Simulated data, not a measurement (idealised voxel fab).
The following process module bears the name voxel ribs on slabs.
The width of the displayed cross-section, cut, is 155 nm; its cells are square, with a size of 5 nm.
Cross-section spec: square-cell grid; bands listed top down; each band is one or more rows.
Look at the band entry: it leads with the top's height and the bottom's height in nm. Then it lists the materials left to right, with a width in nm for each. The word "full width" on a single material says that material fills the band edge to edge. The word "blank" is empty space.
Height is counted from the level 0, under which the received wafer is composed throughout of one material. The lowest of the bands is not closed at the bottom but continues downward, in the notation "0 nm and below".
It should be noted that a width expressed as "30..40" varies in equal increments from row to row of cells within the band, taking the value of the first number at the top row and that of the second number at the bottom row.
You'll sometimes find "all unchanged" written for a step, and that's the way of saying that nowhere in the cross-section did a cell change during that step.
Any empty space of 8 cells or more lacking an open way to the top shows up in "Enclosed internal voids" as width x height at distance, distance from the left edge, in nm.
after a step's settings: what the simulator itself notes on the step
The setting "overlay nm" may be written on the line of a step. When the step uses a mask, the value reports how far to the right of the planned place the mask lay, and a negative value reports that it lay to the left.
### Steps in the process plan
step 1: RECEIVE,material Si
step 2: DIRECTIONAL_DEP,material SiO2,thk nm 20
step 3: DIRECTIONAL_DEP,material polySi,thk nm 20
step 4: PATTERN,tone cover,mask id RIB,material resist,width nm 15,thk nm 15,overlay nm 0
step 5: DIRECTIONAL_ETCH,etch materials polySi,depth nm 5
step 6: STRIP,etch materials resist
step 7: MASKED_ETCH,tone cover,mask id SLAB,width nm 75,etch materials polySi,depth nm 15,overlay nm 0
step 8: FILL_DEP,material SiO2,thk nm 30
step 9: CMP,height nm 60
step 10: DIRECTIONAL_DEP,material W,thk nm 5
step 11: DIRECTIONAL_DEP,material aC,thk nm 15
step 12: PATTERN,tone cover,mask id HEATER,material resist,width nm 25,thk nm 35,overlay nm 0
step 13: DIRECTIONAL_ETCH,etch materials aC,depth nm 15
step 14: STRIP,etch materials resist
step 15: DIRECTIONAL_ETCH,etch materials W,depth nm 5
step 16: STRIP,etch materials aC
step 17: CONFORMAL_DEP,material SiN,thk nm 10
### So this is the incoming wafer in cross-section - it's already been through step 1
    0 nm and below  Si full width
    Enclosed internal voids: none
### Cross-section taken at module completion on the first of two wafers; processed per the plan
    75 nm to 70 nm  blank (55) | SiN (45) | blank (55)
    70 nm to 65 nm  SiN full width
    65 nm to 60 nm  SiN (65) | W (25) | SiN (65)
    60 nm to 40 nm  SiO2 full width
    40 nm to 35 nm  SiO2 (70) | polySi (15) | SiO2 (70)
    35 nm to 20 nm  SiO2 (40) | polySi (75) | SiO2 (40)
    20 nm to 0 nm  SiO2 full width
    0 nm and below  Si full width
    Enclosed internal voids: none
### This is the second of the two wafers, cross-sectioned at the end of the module; it started exactly like the first and was given the same plan, but it was run with one mistake
    65 nm to 60 nm  blank (65) | W (25) | blank (65)
    60 nm to 40 nm  SiO2 full width
    40 nm to 35 nm  SiO2 (70) | polySi (15) | SiO2 (70)
    35 nm to 20 nm  SiO2 (40) | polySi (75) | SiO2 (40)
    20 nm to 0 nm  SiO2 full width
    0 nm and below  Si full width
    Enclosed internal voids: none
What was done differently from what was planned? no execution of plan step 17; skipped
Final wafer comparison in cells, second versus first, more or fewer per material: -66 SiN
